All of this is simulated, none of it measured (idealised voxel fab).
Process module name: voxel capacitor over wiring
Section cut is 205 nm wide and gridded with 5 nm square cells.
Cross-section = grid of square cells, listed top down in bands; band = one or more rows. This entry defines a band. It first specifies the height of the band's top and the height of its bottom in nm, and then specifies the band's materials from left to right, stating each material with its width in nm. The word "full width" identifies a single material that fills the band from edge to edge, while the word "blank" identifies empty space. All heights in this document are referenced to 0, defined as the level beneath which the wafer, as received, consists entirely of one material. The lowest band is not bounded below; it extends indefinitely downward and is written in the form "0 -> down". A width given as "30..40" starts at the first number in the band's top row and ends at the second number in its bottom row, shifting by an equal amount at every step from row to row. "nothing changed" after a step means that no cell of the cross-section changed. "Closed void inventory" enumerates empty spaces isolated from the top, with no open way to it, that contain at least 8 cells, giving each as width x height at distance from the left edge, all three in nm. Read whatever lies past the settings on a step's line as the simulator's own remark about the step. "overlay nm" answers the question of how far to the right of plan the mask lay on a step that has a mask, and when it is negative the answer is to the left.

**So here's the lineup of process steps we planned**
| 1 | RECEIVE, material Si |
| 2 | CONFORMAL_DEP, material SiO2, thk nm 10 |
| 3 | DIRECTIONAL_DEP, material TiN, thk nm 5 |
| 4 | DIRECTIONAL_DEP, material Ru, thk nm 20 |
| 5 | MASKED_ETCH, tone cover, mask id METAL_1, width nm 25, pitch nm 90, etch materials Ru, depth nm 20, overlay nm 0 |
| 6 | MASKED_ETCH, tone cover, mask id METAL_1, width nm 25, pitch nm 90, etch materials TiN, depth nm 5, overlay nm 0 |
| 7 | CONFORMAL_DEP, material SiN, thk nm 5 |
| 8 | FILL_DEP, material SiO2, thk nm 10 |
| 9 | CMP, height nm 35 |
| 10 | CONFORMAL_DEP, material SiCN, thk nm 5 |
| 11 | DIRECTIONAL_DEP, material lowk, thk nm 20 |
| 12 | DIRECTIONAL_DEP, material aC, thk nm 10 |
| 13 | PATTERN, tone open, mask id PLUG_1, material resist, width nm 15, thk nm 30, overlay nm 0 |
| 14 | DIRECTIONAL_ETCH, etch materials aC, depth nm 10 |
| 15 | STRIP, etch materials resist |
| 16 | DIRECTIONAL_ETCH, etch materials lowk, depth nm 20 |
| 17 | DIRECTIONAL_ETCH, etch materials SiCN, depth nm 5 |
| 18 | STRIP, etch materials aC |
| 19 | EPI, material Ru, thk nm 10 |
| 20 | EPI, material Ru, thk nm 10 |
| 21 | EPI, material Ru, thk nm 5 |
| 22 | DIRECTIONAL_DEP, material TiN, thk nm 10 |
| 23 | DIRECTIONAL_DEP, material SiN, thk nm 5 |
| 24 | DIRECTIONAL_DEP, material TiN, thk nm 5 |
| 25 | PATTERN, tone cover, mask id UPPER_PLATE, material resist, width nm 70, thk nm 15, overlay nm 0 |
| 26 | DIRECTIONAL_ETCH, etch materials TiN, depth nm 5 |
| 27 | DIRECTIONAL_ETCH, etch materials SiN, depth nm 5 |
| 28 | STRIP, etch materials resist |
| 29 | DIRECTIONAL_DEP, material aC, thk nm 15 |
| 30 | PATTERN, tone cover, mask id LOWER_PLATE, material resist, width nm 80, thk nm 30, overlay nm 0 |
| 31 | DIRECTIONAL_ETCH, etch materials aC, depth nm 15 |
| 32 | STRIP, etch materials resist |
| 33 | DIRECTIONAL_ETCH, etch materials TiN, depth nm 10 |
| 34 | STRIP, etch materials aC |
| 35 | FILL_DEP, material SiO2, thk nm 20 |
| 36 | CMP, height nm 95 |
| 37 | MASKED_ETCH, tone open, mask id PLUG_2, width nm 15, etch materials SiO2, depth nm 15, overlay nm 0 |
| 38 | CONFORMAL_DEP, material TiN, thk nm 5 |
| 39 | FILL_DEP, material W, thk nm 10 |
| 40 | CMP, height nm 95 |
| 41 | CONFORMAL_DEP, material SiN, thk nm 5 |

**Wafer cross-section on receipt, i.e. after step 1**
* 0 -> down: Si full width
* Closed void inventory: none

**Cross-section: first of two wafers, module finished, run according to plan**
* 100 -> 95: SiN full width
* 95 -> 85: 65 SiO2  5 TiN  5 W  5 TiN  125 SiO2
* 85 -> 75: 65..55 SiO2  15..70 TiN  125..80 SiO2
* 75 -> 70: 55 SiO2  70 SiN  80 SiO2
* 70 -> 60: 50 SiO2  80 TiN  75 SiO2
* 60 -> 40: 55 lowk  15 Ru  135 lowk
* 40 -> 35: 55 SiCN  15 Ru  135 SiCN
* 35 -> 15: 40 SiO2  5 SiN  25 Ru  5 SiN  55 SiO2  5 SiN  25 Ru  5 SiN  40 SiO2
* 15 -> 10: 45 SiN  25 TiN  65 SiN  25 TiN  45 SiN
* 10 -> 0: SiO2 full width
* 0 -> down: Si full width
* Closed void inventory: none

**Cross-sectional image of the second wafer of the two following completion of the module. Starting state and process plan were the same as for the first wafer; one execution error occurred**
* 100 -> 95: SiN full width
* 95 -> 90: 65 SiO2  5 TiN  5 W  5 TiN  125 SiO2
* 90 -> 85: 65 SiO2  15 TiN  125 SiO2
* 85 -> 80: 55 SiO2  5 TiN  5 SiO2  60 TiN  80 SiO2
* 80 -> 75: 55 SiO2  5 SiN  5 TiN  60 SiN  80 SiO2
* 75 -> 70: 60 Ru  5 SiN  140 Ru
* 70 -> 65: 55 TiN  15 Ru  135 TiN
* 65 -> 60: TiN full width
* 60 -> 55: 55 lowk  15 TiN  135 lowk
* 55 -> 40: 55 lowk  15 Ru  135 lowk
* 40 -> 35: 55 SiCN  15 Ru  135 SiCN
* 35 -> 15: 40 SiO2  5 SiN  25 Ru  5 SiN  55 SiO2  5 SiN  25 Ru  5 SiN  40 SiO2
* 15 -> 10: 45 SiN  25 TiN  65 SiN  25 TiN  45 SiN
* 10 -> 0: SiO2 full width
* 0 -> down: Si full width
* Closed void inventory: none
So what did we get wrong on this run? the processing plan was not followed for steps 21 and 22, which were run with their positions exchanged
Wrapping up, a cell-based count of both wafers puts the second over or under the first for these materials: Ru: 40 more, SiO2: 87 fewer, TiN: 48 more, W: 1 fewer
